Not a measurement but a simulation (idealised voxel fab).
Proc. module: voxel capacitor over wiring
Cross-section cut spans 225 nm and uses square cells 5 nm in size.
Each cross-section below is a grid of square cells, stated as bands in top-down order, with one or more rows of cells making up each band.
Within each band entry, the heights of the top and of the bottom of the band appear first, in that order and in nm; the materials of the band then follow from left to right, each with its corresponding width in nm. The designation "all across" on a single material indicates that it fills the band from edge to edge; the designation "air" indicates empty space.
Measure heights from 0. That's the level where, below it, the as-received wafer is all one material. The lowest band is bottomless and extends downward; write it as in "0 -> down".
When a width is written as two numbers, as in "30->40", the first number is the width in the top row of cells of the band and the second is the width in its bottom row, and the width changes by the same amount from each row to the next.
The cross-section has no changed cell in any step marked "identical to before".
The list in "Sealed void listing" covers empty spaces of 8 cells or more that cannot reach the top through any open way, and it gives each as width x height at distance; the distance is from the left edge, and width, height and distance are in nm.
It should be noted that, on the line of a given step, the content following the step's settings is a remark produced by the simulator itself with respect to that step.
overlay nm, on a step with a mask: how far to the right of its planned place the mask lay; to the left if negative
These are the steps we planned for the process
1. RECEIVE: material Si
2. CONFORMAL_DEP: material SiO2, thk nm 15
3. DIRECTIONAL_DEP: material TiN, thk nm 5
4. DIRECTIONAL_DEP: material W, thk nm 25
5. MASKED_ETCH: tone cover, mask id METAL_1, width nm 30, pitch nm 95, etch materials W, depth nm 25, overlay nm 0
6. MASKED_ETCH: tone cover, mask id METAL_1, width nm 30, pitch nm 95, etch materials TiN, depth nm 5, overlay nm 0
7. CONFORMAL_DEP: material SiN, thk nm 5
8. FILL_DEP: material SiO2, thk nm 10
9. CMP: height nm 45
10. CONFORMAL_DEP: material SiCN, thk nm 5
11. DIRECTIONAL_DEP: material lowk, thk nm 20
12. DIRECTIONAL_DEP: material aC, thk nm 15
13. PATTERN: tone open, mask id PLUG_1, material resist, width nm 15, thk nm 30, overlay nm 0
14. DIRECTIONAL_ETCH: etch materials aC, depth nm 15
15. STRIP: etch materials resist
16. DIRECTIONAL_ETCH: etch materials lowk, depth nm 20
17. DIRECTIONAL_ETCH: etch materials SiCN, depth nm 5
18. STRIP: etch materials aC
19. EPI: material Ru, thk nm 10
20. EPI: material Ru, thk nm 10
21. EPI: material Ru, thk nm 5
22. DIRECTIONAL_DEP: material TiN, thk nm 10
23. DIRECTIONAL_DEP: material SiN, thk nm 5
24. DIRECTIONAL_DEP: material TiN, thk nm 10
25. DIRECTIONAL_DEP: material aC, thk nm 15
26. PATTERN: tone cover, mask id UPPER_PLATE, material resist, width nm 70, thk nm 35, overlay nm 0
27. DIRECTIONAL_ETCH: etch materials aC, depth nm 15
28. STRIP: etch materials resist
29. DIRECTIONAL_ETCH: etch materials TiN, depth nm 10
30. DIRECTIONAL_ETCH: etch materials SiN, depth nm 5
31. STRIP: etch materials aC
32. DIRECTIONAL_DEP: material aC, thk nm 10
33. PATTERN: tone cover, mask id LOWER_PLATE, material resist, width nm 80, thk nm 25, overlay nm 0
34. DIRECTIONAL_ETCH: etch materials aC, depth nm 10
35. STRIP: etch materials resist
36. DIRECTIONAL_ETCH: etch materials TiN, depth nm 10
37. STRIP: etch materials aC
38. FILL_DEP: material SiO2, thk nm 20
39. CMP: height nm 110
40. DIRECTIONAL_DEP: material aC, thk nm 15
41. PATTERN: tone open, mask id PLUG_2, material resist, width nm 15, thk nm 35, overlay nm 0
42. DIRECTIONAL_ETCH: etch materials aC, depth nm 15
43. STRIP: etch materials resist
44. DIRECTIONAL_ETCH: etch materials SiO2, depth nm 15
45. STRIP: etch materials aC
46. CONFORMAL_DEP: material TiN, thk nm 5
47. FILL_DEP: material Ru, thk nm 10
48. CMP: height nm 110
49. CONFORMAL_DEP: material SiCN, thk nm 5
Cross-sectional view of the wafer in its as-received condition, corresponding to the state after step 1
- 0 -> down | Si all across
- Sealed void listing: none
Wafer at module end, in section. Began as above, planned as above, run with one mistake
- 105 -> 100 | SiCN all across
- 100 -> 95 | 75 SiO2 / 15 TiN / 135 SiO2
- 95 -> 85 | 65 SiO2 / 70 TiN / 90 SiO2
- 85 -> 80 | 65 SiO2 / 70 SiN / 90 SiO2
- 80 -> 70 | 60 SiO2 / 80 TiN / 85 SiO2
- 70 -> 50 | 65 lowk / 15 Ru / 145 lowk
- 50 -> 45 | 65 SiCN / 15 Ru / 145 SiCN
- 45 -> 20 | 45 SiO2 / 5 SiN / 30 W / 5 SiN / 55 SiO2 / 5 SiN / 30 W / 5 SiN / 45 SiO2
- 20 -> 15 | 50 SiN / 30 TiN / 65 SiN / 30 TiN / 50 SiN
- 15 -> 0 | SiO2 all across
- 0 -> down | Si all across
- Sealed void listing: none
What was done differently from what was planned? step 48, actual vs plan mismatch, actual run CMP: height nm 100
